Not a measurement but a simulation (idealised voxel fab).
voxel self aligned vias: a process module
Xsec cut, 185 nm wide, square cell size 5 nm.
Cross-section format: a grid of square cells, given as bands from top to bottom; each band is one or more rows of cells.
The entry gives the band's vertical extent as a top height and a bottom height in nm, then its horizontal make-up as materials from left to right, each with a width in nm. "blank" stands for empty space; a single material marked "everywhere" fills the band edge to edge.
It should be noted that heights are counted from 0, beneath which the wafer as supplied is of one material throughout, and that the lowest band possesses no lower boundary but continues downward, as written in "0 and below".
A two-number width, for instance "30->40", indicates that the width is equal to the first number in the top row of the band and to the second number in the bottom row, and that it changes by a constant amount per row of cells.
Step marked "remained unchanged"? Then no cell in the cross-section changed in it.
"Enclosed voids" lists enclosed empty spaces (at least 8 cells, no open path upward to the top), each as width x height at distance from the left edge, in nm.
Formally, on a step line, whatever follows the settings is a remark that the simulator itself makes on the step.
overlay nm: where the mask lay relative to plan, measured to the right, on steps with a mask; negatives go left.
What follows is a series of pairs. Each pair shows a cross-section before one process step and the cross-section after it, and the after view is drawn only down to the lowest band that changed. Beneath each pair is the step that lies between the two, with its settings. Pairs may come from different runs of this module on the same starting wafer, so a pair continues from the one above it only where its entry headed "Pre-process state" says so.

PRE-PROCESS STATE
  0 and below = Si everywhere
  Enclosed voids: none

RESULTING STRUCTURE
  15 down to 0 = SiO2 everywhere
  Below 0, no change.
  Enclosed voids: none
What was done to get from the before section above to the after section? CONFORMAL_DEP, material SiO2, thk nm 15

Pre-process state: starting point is the after cross-section of the pair just above.

RESULTING STRUCTURE
  20 down to 15 = SiCN everywhere
  Below 15, no change.
  Enclosed voids: none
What was done to get from the before section above to the after section? CONFORMAL_DEP, material SiCN, thk nm 5

Pre-process state: starting point is the after cross-section of the pair just above.

RESULTING STRUCTURE
  50 down to 20 = SiO2 everywhere
  Below 20, no change.
  Enclosed voids: none
What was done to get from the before section above to the after section? DIRECTIONAL_DEP, material SiO2, thk nm 30

Pre-process state: starting point is the after cross-section of the pair just above.

RESULTING STRUCTURE
  60 down to 50 = aC everywhere
  Below 50, no change.
  Enclosed voids: none
What was done to get from the before section above to the after section? DIRECTIONAL_DEP, material aC, thk nm 10

Pre-process state: starting point is the after cross-section of the pair just above.

RESULTING STRUCTURE
  85 down to 60 = resist (55), then blank (25), then resist (25), then blank (25), then resist (55)
  Below 60, no change.
  Enclosed voids: none
What was done to get from the before section above to the after section? PATTERN, tone open, mask id LINES, material resist, width nm 25, pitch nm 50, thk nm 25, overlay nm 0

Pre-process state: starting point is the after cross-section of the pair just above.

RESULTING STRUCTURE
  75 down to 60 = resist (55), then blank (25), then resist (25), then blank (25), then resist (55)
  60 down to 50 = aC (55), then blank (25), then aC (25), then blank (25), then aC (55)
  Below 50, no change.
  Enclosed voids: none
What was done to get from the before section above to the after section? DIRECTIONAL_ETCH, etch materials aC, depth nm 10

Pre-process state: starting point is the after cross-section of the pair just above.

RESULTING STRUCTURE
  60 down to 50 = aC (55), then blank (25), then aC (25), then blank (25), then aC (55)
  Below 50, no change.
  Enclosed voids: none
What was done to get from the before section above to the after section? STRIP, etch materials resist

Pre-process state: starting point is the after cross-section of the pair just above.

RESULTING STRUCTURE
  60 down to 50 = aC (55), then blank (25), then aC (25), then blank (25), then aC (55)
  50 down to 20 = SiO2 (55), then blank (25), then SiO2 (25), then blank (25), then SiO2 (55)
  Below 20, no change.
  Enclosed voids: none
What was done to get from the before section above to the after section? DIRECTIONAL_ETCH, etch materials SiO2, depth nm 30

Pre-process state: starting point is the after cross-section of the pair just above.

RESULTING STRUCTURE
  50 down to 20 = SiO2 (55), then blank (25), then SiO2 (25), then blank (25), then SiO2 (55)
  Below 20, no change.
  Enclosed voids: none
What was done to get from the before section above to the after section? STRIP, etch materials aC

Pre-process state: starting point is the after cross-section of the pair just above.

RESULTING STRUCTURE
  55 down to 50 = TiN (60), then blank (15), then TiN (35), then blank (15), then TiN (60)
  50 down to 25 = SiO2 (55), then TiN (5), then blank (15), then TiN (5), then SiO2 (25), then TiN (5), then blank (15), then TiN (5), then SiO2 (55)
  25 down to 20 = SiO2 (55), then TiN (25), then SiO2 (25), then TiN (25), then SiO2 (55)
  Below 20, no change.
  Enclosed voids: none
What was done to get from the before section above to the after section? CONFORMAL_DEP, material TiN, thk nm 5

Pre-process state: starting point is the after cross-section of the pair just above.

RESULTING STRUCTURE
  60 down to 55 = W everywhere
  55 down to 50 = TiN (60), then W (15), then TiN (35), then W (15), then TiN (60)
  50 down to 25 = SiO2 (55), then TiN (5), then W (15), then TiN (5), then SiO2 (25), then TiN (5), then W (15), then TiN (5), then SiO2 (55)
  Below 25, no change.
  Enclosed voids: none
What was done to get from the before section above to the after section? FILL_DEP, material W, thk nm 5

Pre-process state: starting point is the after cross-section of the pair just above.

RESULTING STRUCTURE
  50 down to 25 = SiO2 (55), then TiN (5), then W (15), then TiN (5), then SiO2 (25), then TiN (5), then W (15), then TiN (5), then SiO2 (55)
  Below 25, no change.
  Enclosed voids: none
What was done to get from the before section above to the after section? CMP, height nm 50

Pre-process state: starting point is the after cross-section of the pair just above.

RESULTING STRUCTURE
  50 down to 45 = SiO2 (55), then blank (25), then SiO2 (25), then blank (25), then SiO2 (55)
  Below 45, no change.
  Enclosed voids: none
What was done to get from the before section above to the after section? SELECTIVE_ETCH, etch materials W Ru TiN, depth nm 5

Pre-process state: starting point is the after cross-section of the pair just above.

RESULTING STRUCTURE
  60 down to 50 = SiN everywhere
  50 down to 45 = SiO2 (55), then SiN (25), then SiO2 (25), then SiN (25), then SiO2 (55)
  Below 45, no change.
  Enclosed voids: none
What was done to get from the before section above to the after section? FILL_DEP, material SiN, thk nm 10

Pre-process state: starting point is the after cross-section of the pair just above.

RESULTING STRUCTURE
  50 down to 45 = SiO2 (55), then SiN (25), then SiO2 (25), then SiN (25), then SiO2 (55)
  Below 45, no change.
  Enclosed voids: none
What was done to get from the before section above to the after section? CMP, height nm 50

Pre-process state: starting point is the after cross-section of the pair just above.

RESULTING STRUCTURE
  65 down to 50 = SiO2 everywhere
  Below 50, no change.
  Enclosed voids: none
What was done to get from the before section above to the after section? DIRECTIONAL_DEP, material SiO2, thk nm 15

Pre-process state: starting point is the after cross-section of the pair just above.

RESULTING STRUCTURE
  65 down to 50 = SiO2 (50), then blank (35), then SiO2 (100)
  Below 50, no change.
  Enclosed voids: none
What was done to get from the before section above to the after section? MASKED_ETCH, tone open, mask id VIAS, width nm 35, etch materials SiO2, depth nm 15, overlay nm 0

Pre-process state: starting point is the after cross-section of the pair just above.

RESULTING STRUCTURE
  65 down to 50 = SiO2 (50), then blank (35), then SiO2 (100)
  50 down to 45 = SiO2 (55), then blank (25), then SiO2 (25), then SiN (25), then SiO2 (55)
  Below 45, no change.
  Enclosed voids: none
What was done to get from the before section above to the after section? MASKED_ETCH, tone open, mask id VIAS, width nm 35, etch materials SiN, depth nm 5, overlay nm 0

Pre-process state: starting point is the after cross-section of the pair just above.

RESULTING STRUCTURE
  70 down to 65 = TiN (55), then blank (25), then TiN (105)
  65 down to 55 = SiO2 (50), then TiN (5), then blank (25), then TiN (5), then SiO2 (100)
  55 down to 50 = SiO2 (50), then TiN (10), then blank (15), then TiN (10), then SiO2 (100)
  50 down to 45 = SiO2 (55), then TiN (25), then SiO2 (25), then SiN (25), then SiO2 (55)
  Below 45, no change.
  Enclosed voids: none
What was done to get from the before section above to the after section? CONFORMAL_DEP, material TiN, thk nm 5

Pre-process state: starting point is the after cross-section of the pair just above.

RESULTING STRUCTURE
  80 down to 70 = Cu everywhere
  70 down to 65 = TiN (55), then Cu (25), then TiN (105)
  65 down to 55 = SiO2 (50), then TiN (5), then Cu (25), then TiN (5), then SiO2 (100)
  55 down to 50 = SiO2 (50), then TiN (10), then Cu (15), then TiN (10), then SiO2 (100)
  Below 50, no change.
  Enclosed voids: none
What was done to get from the before section above to the after section? FILL_DEP, material Cu, thk nm 10

Pre-process state: starting point is the after cross-section of the pair just above.

RESULTING STRUCTURE
  65 down to 55 = SiO2 (50), then TiN (5), then Cu (25), then TiN (5), then SiO2 (100)
  Below 55, no change.
  Enclosed voids: none
What was done to get from the before section above to the after section? CMP, height nm 65

Pre-process state: starting point is the after cross-section of the pair just above.

RESULTING STRUCTURE
  70 down to 65 = SiCN everywhere
  Below 65, no change.
  Enclosed voids: none
What was done to get from the before section above to the after section? CONFORMAL_DEP, material SiCN, thk nm 5

PRE-PROCESS STATE
  15 down to 0 = SiO2 everywhere
  0 and below = Si everywhere
  Enclosed voids: none

RESULTING STRUCTURE
  45 down to 0 = SiO2 everywhere
  Below 0, no change.
  Enclosed voids: none
What was done to get from the before section above to the after section? DIRECTIONAL_DEP, material SiO2, thk nm 30

Pre-process state: starting point is the after cross-section of the pair just above.

RESULTING STRUCTURE
  55 down to 45 = aC everywhere
  Below 45, no change.
  Enclosed voids: none
What was done to get from the before section above to the after section? DIRECTIONAL_DEP, material aC, thk nm 10

Pre-process state: starting point is the after cross-section of the pair just above.

RESULTING STRUCTURE
  80 down to 55 = resist (55), then blank (25), then resist (25), then blank (25), then resist (55)
  Below 55, no change.
  Enclosed voids: none
What was done to get from the before section above to the after section? PATTERN, tone open, mask id LINES, material resist, width nm 25, pitch nm 50, thk nm 25, overlay nm 0

Pre-process state: starting point is the after cross-section of the pair just above.

RESULTING STRUCTURE
  70 down to 55 = resist (55), then blank (25), then resist (25), then blank (25), then resist (55)
  55 down to 45 = aC (55), then blank (25), then aC (25), then blank (25), then aC (55)
  Below 45, no change.
  Enclosed voids: none
What was done to get from the before section above to the after section? DIRECTIONAL_ETCH, etch materials aC, depth nm 10

Pre-process state: starting point is the after cross-section of the pair just above.

RESULTING STRUCTURE
  55 down to 45 = aC (55), then blank (25), then aC (25), then blank (25), then aC (55)
  Below 45, no change.
  Enclosed voids: none
What was done to get from the before section above to the after section? STRIP, etch materials resist

Pre-process state: starting point is the after cross-section of the pair just above.

RESULTING STRUCTURE
  55 down to 45 = aC (55), then blank (25), then aC (25), then blank (25), then aC (55)
  45 down to 15 = SiO2 (55), then blank (25), then SiO2 (25), then blank (25), then SiO2 (55)
  Below 15, no change.
  Enclosed voids: none
What was done to get from the before section above to the after section? DIRECTIONAL_ETCH, etch materials SiO2, depth nm 30

Pre-process state: starting point is the after cross-section of the pair just above.

RESULTING STRUCTURE
  45 down to 15 = SiO2 (55), then blank (25), then SiO2 (25), then blank (25), then SiO2 (55)
  Below 15, no change.
  Enclosed voids: none
What was done to get from the before section above to the after section? STRIP, etch materials aC

Pre-process state: starting point is the after cross-section of the pair just above.

RESULTING STRUCTURE
  50 down to 45 = TiN (60), then blank (15), then TiN (35), then blank (15), then TiN (60)
  45 down to 20 = SiO2 (55), then TiN (5), then blank (15), then TiN (5), then SiO2 (25), then TiN (5), then blank (15), then TiN (5), then SiO2 (55)
  20 down to 15 = SiO2 (55), then TiN (25), then SiO2 (25), then TiN (25), then SiO2 (55)
  Below 15, no change.
  Enclosed voids: none
What was done to get from the before section above to the after section? CONFORMAL_DEP, material TiN, thk nm 5

Pre-process state: starting point is the after cross-section of the pair just above.

RESULTING STRUCTURE
  55 down to 50 = W everywhere
  50 down to 45 = TiN (60), then W (15), then TiN (35), then W (15), then TiN (60)
  45 down to 20 = SiO2 (55), then TiN (5), then W (15), then TiN (5), then SiO2 (25), then TiN (5), then W (15), then TiN (5), then SiO2 (55)
  Below 20, no change.
  Enclosed voids: none
What was done to get from the before section above to the after section? FILL_DEP, material W, thk nm 5

Pre-process state: starting point is the after cross-section of the pair just above.

RESULTING STRUCTURE
  50 down to 45 = TiN (60), then W (15), then TiN (35), then W (15), then TiN (60)
  Below 45, no change.
  Enclosed voids: none
What was done to get from the before section above to the after section? CMP, height nm 50

Pre-process state: starting point is the after cross-section of the pair just above.

RESULTING STRUCTURE
  45 down to 20 = SiO2 (55), then TiN (5), then W (15), then TiN (5), then SiO2 (25), then TiN (5), then W (15), then TiN (5), then SiO2 (55)
  Below 20, no change.
  Enclosed voids: none
What was done to get from the before section above to the after section? SELECTIVE_ETCH, etch materials W Ru TiN, depth nm 5

Pre-process state: starting point is the after cross-section of the pair just above.

RESULTING STRUCTURE
  55 down to 45 = SiN everywhere
  Below 45, no change.
  Enclosed voids: none
What was done to get from the before section above to the after section? FILL_DEP, material SiN, thk nm 10

Pre-process state: starting point is the after cross-section of the pair just above.

RESULTING STRUCTURE
  50 down to 45 = SiN everywhere
  Below 45, no change.
  Enclosed voids: none
What was done to get from the before section above to the after section? CMP, height nm 50

Pre-process state: starting point is the after cross-section of the pair just above.

RESULTING STRUCTURE
  65 down to 50 = SiO2 everywhere
  Below 50, no change.
  Enclosed voids: none
What was done to get from the before section above to the after section? DIRECTIONAL_DEP, material SiO2, thk nm 15

Pre-process state: starting point is the after cross-section of the pair just above.

RESULTING STRUCTURE
  65 down to 50 = SiO2 (50), then blank (35), then SiO2 (100)
  Below 50, no change.
  Enclosed voids: none
What was done to get from the before section above to the after section? MASKED_ETCH, tone open, mask id VIAS, width nm 35, etch materials SiO2, depth nm 15, overlay nm 0

Pre-process state: starting point is the after cross-section of the pair just above.

RESULTING STRUCTURE
  65 down to 50 = SiO2 (50), then blank (35), then SiO2 (100)
  50 down to 45 = SiN (50), then blank (35), then SiN (100)
  Below 45, no change.
  Enclosed voids: none
What was done to get from the before section above to the after section? MASKED_ETCH, tone open, mask id VIAS, width nm 35, etch materials SiN, depth nm 5, overlay nm 0

Pre-process state: starting point is the after cross-section of the pair just above.

RESULTING STRUCTURE
  70 down to 65 = TiN (55), then blank (25), then TiN (105)
  65 down to 50 = SiO2 (50), then TiN (5), then blank (25), then TiN (5), then SiO2 (100)
  50 down to 45 = SiN (50), then TiN (35), then SiN (100)
  Below 45, no change.
  Enclosed voids: none
What was done to get from the before section above to the after section? CONFORMAL_DEP, material TiN, thk nm 5

Pre-process state: starting point is the after cross-section of the pair just above.

RESULTING STRUCTURE
  80 down to 70 = Cu everywhere
  70 down to 65 = TiN (55), then Cu (25), then TiN (105)
  65 down to 50 = SiO2 (50), then TiN (5), then Cu (25), then TiN (5), then SiO2 (100)
  Below 50, no change.
  Enclosed voids: none
What was done to get from the before section above to the after section? FILL_DEP, material Cu, thk nm 10

Pre-process state: starting point is the after cross-section of the pair just above.

RESULTING STRUCTURE
  65 down to 50 = SiO2 (50), then TiN (5), then Cu (25), then TiN (5), then SiO2 (100)
  Below 50, no change.
  Enclosed voids: none
What was done to get from the before section above to the after section? CMP, height nm 65

Pre-process state: starting point is the after cross-section of the pair just above.

RESULTING STRUCTURE
  70 down to 65 = SiCN everywhere
  Below 65, no change.
  Enclosed voids: none
What was done to get from the before section above to the after section? CONFORMAL_DEP, material SiCN, thk nm 5

PRE-PROCESS STATE
  15 down to 0 = SiO2 everywhere
  0 and below = Si everywhere
  Enclosed voids: none

RESULTING STRUCTURE
  30 down to 0 = SiO2 everywhere
  Below 0, no change.
  Enclosed voids: none
What was done to get from the before section above to the after section? CONFORMAL_DEP, material SiO2, thk nm 15

Pre-process state: starting point is the after cross-section of the pair just above.

RESULTING STRUCTURE
  35 down to 30 = SiCN everywhere
  Below 30, no change.
  Enclosed voids: none
What was done to get from the before section above to the after section? CONFORMAL_DEP, material SiCN, thk nm 5

Pre-process state: starting point is the after cross-section of the pair just above.

RESULTING STRUCTURE
  65 down to 35 = SiO2 everywhere
  Below 35, no change.
  Enclosed voids: none
What was done to get from the before section above to the after section? DIRECTIONAL_DEP, material SiO2, thk nm 30

Pre-process state: starting point is the after cross-section of the pair just above.

RESULTING STRUCTURE
  75 down to 65 = aC everywhere
  Below 65, no change.
  Enclosed voids: none
What was done to get from the before section above to the after section? DIRECTIONAL_DEP, material aC, thk nm 10

Pre-process state: starting point is the after cross-section of the pair just above.

RESULTING STRUCTURE
  100 down to 75 = resist (55), then blank (25), then resist (25), then blank (25), then resist (55)
  Below 75, no change.
  Enclosed voids: none
What was done to get from the before section above to the after section? PATTERN, tone open, mask id LINES, material resist, width nm 25, pitch nm 50, thk nm 25, overlay nm 0

Pre-process state: starting point is the after cross-section of the pair just above.

RESULTING STRUCTURE
  90 down to 75 = resist (55), then blank (25), then resist (25), then blank (25), then resist (55)
  75 down to 65 = aC (55), then blank (25), then aC (25), then blank (25), then aC (55)
  Below 65, no change.
  Enclosed voids: none
What was done to get from the before section above to the after section? DIRECTIONAL_ETCH, etch materials aC, depth nm 10

Pre-process state: starting point is the after cross-section of the pair just above.

RESULTING STRUCTURE
  75 down to 65 = aC (55), then blank (25), then aC (25), then blank (25), then aC (55)
  Below 65, no change.
  Enclosed voids: none
What was done to get from the before section above to the after section? STRIP, etch materials resist

Pre-process state: starting point is the after cross-section of the pair just above.

RESULTING STRUCTURE
  75 down to 65 = aC (55), then blank (25), then aC (25), then blank (25), then aC (55)
  65 down to 35 = SiO2 (55), then blank (25), then SiO2 (25), then blank (25), then SiO2 (55)
  Below 35, no change.
  Enclosed voids: none
What was done to get from the before section above to the after section? DIRECTIONAL_ETCH, etch materials SiO2, depth nm 30

Pre-process state: starting point is the after cross-section of the pair just above.

RESULTING STRUCTURE
  65 down to 35 = SiO2 (55), then blank (25), then SiO2 (25), then blank (25), then SiO2 (55)
  Below 35, no change.
  Enclosed voids: none
What was done to get from the before section above to the after section? STRIP, etch materials aC

Pre-process state: starting point is the after cross-section of the pair just above.

RESULTING STRUCTURE
  70 down to 65 = TiN (60), then blank (15), then TiN (35), then blank (15), then TiN (60)
  65 down to 40 = SiO2 (55), then TiN (5), then blank (15), then TiN (5), then SiO2 (25), then TiN (5), then blank (15), then TiN (5), then SiO2 (55)
  40 down to 35 = SiO2 (55), then TiN (25), then SiO2 (25), then TiN (25), then SiO2 (55)
  Below 35, no change.
  Enclosed voids: none
What was done to get from the before section above to the after section? CONFORMAL_DEP, material TiN, thk nm 5

Pre-process state: starting point is the after cross-section of the pair just above.

RESULTING STRUCTURE
  75 down to 70 = W everywhere
  70 down to 65 = TiN (60), then W (15), then TiN (35), then W (15), then TiN (60)
  65 down to 40 = SiO2 (55), then TiN (5), then W (15), then TiN (5), then SiO2 (25), then TiN (5), then W (15), then TiN (5), then SiO2 (55)
  Below 40, no change.
  Enclosed voids: none
What was done to get from the before section above to the after section? FILL_DEP, material W, thk nm 5

Pre-process state: starting point is the after cross-section of the pair just above.

RESULTING STRUCTURE
  50 down to 40 = SiO2 (55), then TiN (5), then W (15), then TiN (5), then SiO2 (25), then TiN (5), then W (15), then TiN (5), then SiO2 (55)
  Below 40, no change.
  Enclosed voids: none
What was done to get from the before section above to the after section? CMP, height nm 50

Pre-process state: starting point is the after cross-section of the pair just above.

RESULTING STRUCTURE
  50 down to 45 = SiO2 (55), then blank (25), then SiO2 (25), then blank (25), then SiO2 (55)
  Below 45, no change.
  Enclosed voids: none
What was done to get from the before section above to the after section? SELECTIVE_ETCH, etch materials W Ru TiN, depth nm 5

Pre-process state: starting point is the after cross-section of the pair just above.

RESULTING STRUCTURE
  60 down to 50 = SiN everywhere
  50 down to 45 = SiO2 (55), then SiN (25), then SiO2 (25), then SiN (25), then SiO2 (55)
  Below 45, no change.
  Enclosed voids: none
What was done to get from the before section above to the after section? FILL_DEP, material SiN, thk nm 10

Pre-process state: starting point is the after cross-section of the pair just above.

RESULTING STRUCTURE
  50 down to 45 = SiO2 (55), then SiN (25), then SiO2 (25), then SiN (25), then SiO2 (55)
  Below 45, no change.
  Enclosed voids: none
What was done to get from the before section above to the after section? CMP, height nm 50

Pre-process state: starting point is the after cross-section of the pair just above.

RESULTING STRUCTURE
  65 down to 50 = SiO2 everywhere
  Below 50, no change.
  Enclosed voids: none
What was done to get from the before section above to the after section? DIRECTIONAL_DEP, material SiO2, thk nm 15

Pre-process state: starting point is the after cross-section of the pair just above.

RESULTING STRUCTURE
  65 down to 50 = SiO2 (50), then blank (35), then SiO2 (100)
  Below 50, no change.
  Enclosed voids: none
What was done to get from the before section above to the after section? MASKED_ETCH, tone open, mask id VIAS, width nm 35, etch materials SiO2, depth nm 15, overlay nm 0

Pre-process state: starting point is the after cross-section of the pair just above.

RESULTING STRUCTURE
  65 down to 50 = SiO2 (50), then blank (35), then SiO2 (100)
  50 down to 45 = SiO2 (55), then blank (25), then SiO2 (25), then SiN (25), then SiO2 (55)
  Below 45, no change.
  Enclosed voids: none
What was done to get from the before section above to the after section? MASKED_ETCH, tone open, mask id VIAS, width nm 35, etch materials SiN, depth nm 5, overlay nm 0

Pre-process state: starting point is the after cross-section of the pair just above.

RESULTING STRUCTURE
  70 down to 65 = TiN (55), then blank (25), then TiN (105)
  65 down to 55 = SiO2 (50), then TiN (5), then blank (25), then TiN (5), then SiO2 (100)
  55 down to 50 = SiO2 (50), then TiN (10), then blank (15), then TiN (10), then SiO2 (100)
  50 down to 45 = SiO2 (55), then TiN (25), then SiO2 (25), then SiN (25), then SiO2 (55)
  Below 45, no change.
  Enclosed voids: none
What was done to get from the before section above to the after section? CONFORMAL_DEP, material TiN, thk nm 5

Pre-process state: starting point is the after cross-section of the pair just above.

RESULTING STRUCTURE
  80 down to 70 = Cu everywhere
  70 down to 65 = TiN (55), then Cu (25), then TiN (105)
  65 down to 55 = SiO2 (50), then TiN (5), then Cu (25), then TiN (5), then SiO2 (100)
  55 down to 50 = SiO2 (50), then TiN (10), then Cu (15), then TiN (10), then SiO2 (100)
  Below 50, no change.
  Enclosed voids: none
What was done to get from the before section above to the after section? FILL_DEP, material Cu, thk nm 10

Pre-process state: starting point is the after cross-section of the pair just above.

RESULTING STRUCTURE
  65 down to 55 = SiO2 (50), then TiN (5), then Cu (25), then TiN (5), then SiO2 (100)
  Below 55, no change.
  Enclosed voids: none
What was done to get from the before section above to the after section? CMP, height nm 65

Pre-process state: starting point is the after cross-section of the pair just above.

RESULTING STRUCTURE
  70 down to 65 = SiCN everywhere
  Below 65, no change.
  Enclosed voids: none
What was done to get from the before section above to the after section? CONFORMAL_DEP, material SiCN, thk nm 5

PRE-PROCESS STATE
  0 and below = Si everywhere
  Enclosed voids: none

RESULTING STRUCTURE
  5 down to 0 = SiCN everywhere
  Below 0, no change.
  Enclosed voids: none
What was done to get from the before section above to the after section? CONFORMAL_DEP, material SiCN, thk nm 5

Pre-process state: starting point is the after cross-section of the pair just above.

RESULTING STRUCTURE
  20 down to 5 = SiO2 everywhere
  Below 5, no change.
  Enclosed voids: none
What was done to get from the before section above to the after section? CONFORMAL_DEP, material SiO2, thk nm 15

Pre-process state: starting point is the after cross-section of the pair just above.

RESULTING STRUCTURE
  50 down to 5 = SiO2 everywhere
  Below 5, no change.
  Enclosed voids: none
What was done to get from the before section above to the after section? DIRECTIONAL_DEP, material SiO2, thk nm 30

Pre-process state: starting point is the after cross-section of the pair just above.

RESULTING STRUCTURE
  60 down to 50 = aC everywhere
  Below 50, no change.
  Enclosed voids: none
What was done to get from the before section above to the after section? DIRECTIONAL_DEP, material aC, thk nm 10

Pre-process state: starting point is the after cross-section of the pair just above.

RESULTING STRUCTURE
  85 down to 60 = resist (55), then blank (25), then resist (25), then blank (25), then resist (55)
  Below 60, no change.
  Enclosed voids: none
What was done to get from the before section above to the after section? PATTERN, tone open, mask id LINES, material resist, width nm 25, pitch nm 50, thk nm 25, overlay nm 0

Pre-process state: starting point is the after cross-section of the pair just above.

RESULTING STRUCTURE
  75 down to 60 = resist (55), then blank (25), then resist (25), then blank (25), then resist (55)
  60 down to 50 = aC (55), then blank (25), then aC (25), then blank (25), then aC (55)
  Below 50, no change.
  Enclosed voids: none
What was done to get from the before section above to the after section? DIRECTIONAL_ETCH, etch materials aC, depth nm 10

Pre-process state: starting point is the after cross-section of the pair just above.

RESULTING STRUCTURE
  60 down to 50 = aC (55), then blank (25), then aC (25), then blank (25), then aC (55)
  Below 50, no change.
  Enclosed voids: none
What was done to get from the before section above to the after section? STRIP, etch materials resist

Pre-process state: starting point is the after cross-section of the pair just above.

RESULTING STRUCTURE
  60 down to 50 = aC (55), then blank (25), then aC (25), then blank (25), then aC (55)
  50 down to 20 = SiO2 (55), then blank (25), then SiO2 (25), then blank (25), then SiO2 (55)
  Below 20, no change.
  Enclosed voids: none
What was done to get from the before section above to the after section? DIRECTIONAL_ETCH, etch materials SiO2, depth nm 30

Pre-process state: starting point is the after cross-section of the pair just above.

RESULTING STRUCTURE
  50 down to 20 = SiO2 (55), then blank (25), then SiO2 (25), then blank (25), then SiO2 (55)
  Below 20, no change.
  Enclosed voids: none
What was done to get from the before section above to the after section? STRIP, etch materials aC

Pre-process state: starting point is the after cross-section of the pair just above.

RESULTING STRUCTURE
  55 down to 50 = TiN (60), then blank (15), then TiN (35), then blank (15), then TiN (60)
  50 down to 25 = SiO2 (55), then TiN (5), then blank (15), then TiN (5), then SiO2 (25), then TiN (5), then blank (15), then TiN (5), then SiO2 (55)
  25 down to 20 = SiO2 (55), then TiN (25), then SiO2 (25), then TiN (25), then SiO2 (55)
  Below 20, no change.
  Enclosed voids: none
What was done to get from the before section above to the after section? CONFORMAL_DEP, material TiN, thk nm 5

Pre-process state: starting point is the after cross-section of the pair just above.

RESULTING STRUCTURE
  60 down to 55 = W everywhere
  55 down to 50 = TiN (60), then W (15), then TiN (35), then W (15), then TiN (60)
  50 down to 25 = SiO2 (55), then TiN (5), then W (15), then TiN (5), then SiO2 (25), then TiN (5), then W (15), then TiN (5), then SiO2 (55)
  Below 25, no change.
  Enclosed voids: none
What was done to get from the before section above to the after section? FILL_DEP, material W, thk nm 5

Pre-process state: starting point is the after cross-section of the pair just above.

RESULTING STRUCTURE
  50 down to 25 = SiO2 (55), then TiN (5), then W (15), then TiN (5), then SiO2 (25), then TiN (5), then W (15), then TiN (5), then SiO2 (55)
  Below 25, no change.
  Enclosed voids: none
What was done to get from the before section above to the after section? CMP, height nm 50

Pre-process state: starting point is the after cross-section of the pair just above.

RESULTING STRUCTURE
  50 down to 45 = SiO2 (55), then blank (25), then SiO2 (25), then blank (25), then SiO2 (55)
  Below 45, no change.
  Enclosed voids: none
What was done to get from the before section above to the after section? SELECTIVE_ETCH, etch materials W Ru TiN, depth nm 5

Pre-process state: starting point is the after cross-section of the pair just above.

RESULTING STRUCTURE
  60 down to 50 = SiN everywhere
  50 down to 45 = SiO2 (55), then SiN (25), then SiO2 (25), then SiN (25), then SiO2 (55)
  Below 45, no change.
  Enclosed voids: none
What was done to get from the before section above to the after section? FILL_DEP, material SiN, thk nm 10

Pre-process state: starting point is the after cross-section of the pair just above.

RESULTING STRUCTURE
  50 down to 45 = SiO2 (55), then SiN (25), then SiO2 (25), then SiN (25), then SiO2 (55)
  Below 45, no change.
  Enclosed voids: none
What was done to get from the before section above to the after section? CMP, height nm 50

Pre-process state: starting point is the after cross-section of the pair just above.

RESULTING STRUCTURE
  65 down to 50 = SiO2 everywhere
  Below 50, no change.
  Enclosed voids: none
What was done to get from the before section above to the after section? DIRECTIONAL_DEP, material SiO2, thk nm 15

Pre-process state: starting point is the after cross-section of the pair just above.

RESULTING STRUCTURE
  65 down to 50 = SiO2 (50), then blank (35), then SiO2 (100)
  Below 50, no change.
  Enclosed voids: none
What was done to get from the before section above to the after section? MASKED_ETCH, tone open, mask id VIAS, width nm 35, etch materials SiO2, depth nm 15, overlay nm 0

Pre-process state: starting point is the after cross-section of the pair just above.

RESULTING STRUCTURE
  65 down to 50 = SiO2 (50), then blank (35), then SiO2 (100)
  50 down to 45 = SiO2 (55), then blank (25), then SiO2 (25), then SiN (25), then SiO2 (55)
  Below 45, no change.
  Enclosed voids: none
What was done to get from the before section above to the after section? MASKED_ETCH, tone open, mask id VIAS, width nm 35, etch materials SiN, depth nm 5, overlay nm 0

Pre-process state: starting point is the after cross-section of the pair just above.

RESULTING STRUCTURE
  70 down to 65 = TiN (55), then blank (25), then TiN (105)
  65 down to 55 = SiO2 (50), then TiN (5), then blank (25), then TiN (5), then SiO2 (100)
  55 down to 50 = SiO2 (50), then TiN (10), then blank (15), then TiN (10), then SiO2 (100)
  50 down to 45 = SiO2 (55), then TiN (25), then SiO2 (25), then SiN (25), then SiO2 (55)
  Below 45, no change.
  Enclosed voids: none
What was done to get from the before section above to the after section? CONFORMAL_DEP, material TiN, thk nm 5

Pre-process state: starting point is the after cross-section of the pair just above.

RESULTING STRUCTURE
  80 down to 70 = Cu everywhere
  70 down to 65 = TiN (55), then Cu (25), then TiN (105)
  65 down to 55 = SiO2 (50), then TiN (5), then Cu (25), then TiN (5), then SiO2 (100)
  55 down to 50 = SiO2 (50), then TiN (10), then Cu (15), then TiN (10), then SiO2 (100)
  Below 50, no change.
  Enclosed voids: none
What was done to get from the before section above to the after section? FILL_DEP, material Cu, thk nm 10

Pre-process state: starting point is the after cross-section of the pair just above.

RESULTING STRUCTURE
  65 down to 55 = SiO2 (50), then TiN (5), then Cu (25), then TiN (5), then SiO2 (100)
  Below 55, no change.
  Enclosed voids: none
What was done to get from the before section above to the after section? CMP, height nm 65

Pre-process state: starting point is the after cross-section of the pair just above.

RESULTING STRUCTURE
  70 down to 65 = SiCN everywhere
  Below 65, no change.
  Enclosed voids: none
What was done to get from the before section above to the after section? CONFORMAL_DEP, material SiCN, thk nm 5

PRE-PROCESS STATE
  60 down to 50 = SiN everywhere
  50 down to 45 = SiO2 (55), then SiN (25), then SiO2 (25), then SiN (25), then SiO2 (55)
  45 down to 25 = SiO2 (55), then TiN (5), then W (15), then TiN (5), then SiO2 (25), then TiN (5), then W (15), then TiN (5), then SiO2 (55)
  25 down to 20 = SiO2 (55), then TiN (25), then SiO2 (25), then TiN (25), then SiO2 (55)
  20 down to 15 = SiCN everywhere
  15 down to 0 = SiO2 everywhere
  0 and below = Si everywhere
  Enclosed voids: none

RESULTING STRUCTURE
  55 down to 50 = SiN everywhere
  Below 50, no change.
  Enclosed voids: none
What was done to get from the before section above to the after section? CMP, height nm 55

Pre-process state: starting point is the after cross-section of the pair just above.

RESULTING STRUCTURE
  70 down to 55 = SiO2 everywhere
  Below 55, no change.
  Enclosed voids: none
What was done to get from the before section above to the after section? DIRECTIONAL_DEP, material SiO2, thk nm 15
